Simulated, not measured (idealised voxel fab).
The document below concerns the process module designated voxel plated lines.
Each square cell in cross-section cut measures 5 nm, and the section as a whole is 285 nm wide.
In what follows, cross-sections appear as grids of square cells, described through bands that run from the top down, where every band is one or more rows of cells. Each band's line starts with the height of the band's top and of its bottom, in nm. Then come its materials from left to right, each with its width in nm. One material with "all across" fills the band from edge to edge. "blank" is empty space. Heads up on the height convention: 0 is the point under which the incoming wafer is all one material, and the lowest band has no bottom, it just keeps going down, like "from 0 down". Per-row width for "30 to 40": begins at first number (top row of band), ends at second number (bottom row), increment between rows held constant. "stayed the same" for a step: no cell of the cross-section changed in that step. Enclosed voids (no open way to top), threshold 8 cells or more, entry "Trapped cavities", notation width x height at distance, distance from left edge, nm. On a step's line, text after the settings is the simulator commenting on that step. A step line may carry the setting "overlay nm", which, for steps involving a mask, states the distance by which the mask lay to the right of its intended position; negative values denote displacement to the left.
## The planned process steps are enumerated hereunder
step 1: RECEIVE,material Si
step 2: CONFORMAL_DEP,material SiN,thk nm 10
step 3: DIRECTIONAL_DEP,material TiN,thk nm 5
step 4: PATTERN,tone open,mask id LINES,material resist,width nm 30,pitch nm 60,thk nm 15,overlay nm 0
step 5: EPI,material Ru,thk nm 10
step 6: STRIP,etch materials resist
step 7: DIRECTIONAL_ETCH,etch materials TiN,depth nm 5
step 8: CONFORMAL_DEP,material SiN,thk nm 10
## This is the cross-section of the wafer as we received it, i.e. after step 1
  from 0 down  Si all across
  Trapped cavities: none
## Here's the cross-section of the first of our two wafers at the end of the module - it ran as planned
  from 35 to 25  blank 85 nm, then SiN 50 nm, then blank 10 nm, then SiN 50 nm, then blank 90 nm
  from 25 to 20  blank 85 nm, then SiN 10 nm, then Ru 30 nm, then SiN 10 nm, then blank 10 nm, then SiN 10 nm, then Ru 30 nm, then SiN 10 nm, then blank 90 nm
  from 20 to 15  SiN 95 nm, then Ru 30 nm, then SiN 30 nm, then Ru 30 nm, then SiN 100 nm
  from 15 to 10  SiN 95 nm, then TiN 30 nm, then SiN 30 nm, then TiN 30 nm, then SiN 100 nm
  from 10 to 0  SiN all across
  from 0 down  Si all across
  Trapped cavities: none
## Here is the second of the two wafers cut open at the end of the module - same start, same plan as the first one, but we made one mistake running it
  from 45 to 35  blank 85 nm, then SiN 50 nm, then blank 10 nm, then SiN 50 nm, then blank 90 nm
  from 35 to 30  blank 85 nm, then SiN 10 nm, then Ru 30 nm, then SiN 10 nm, then blank 10 nm, then SiN 10 nm, then Ru 30 nm, then SiN 10 nm, then blank 90 nm
  from 30 to 25  SiN 95 nm, then Ru 30 nm, then SiN 30 nm, then Ru 30 nm, then SiN 100 nm
  from 25 to 20  SiN 95 nm, then TiN 30 nm, then SiN 30 nm, then TiN 30 nm, then SiN 100 nm
  from 20 to 10  TiN all across
  from 10 to 0  SiN all across
  from 0 down  Si all across
  Trapped cavities: none
The mistake made against the process plan was this: contrary to plan, step 3 was performed as DIRECTIONAL_DEP,material TiN,thk nm 15
at the end the second wafer has, in cells: TiN: 114 more
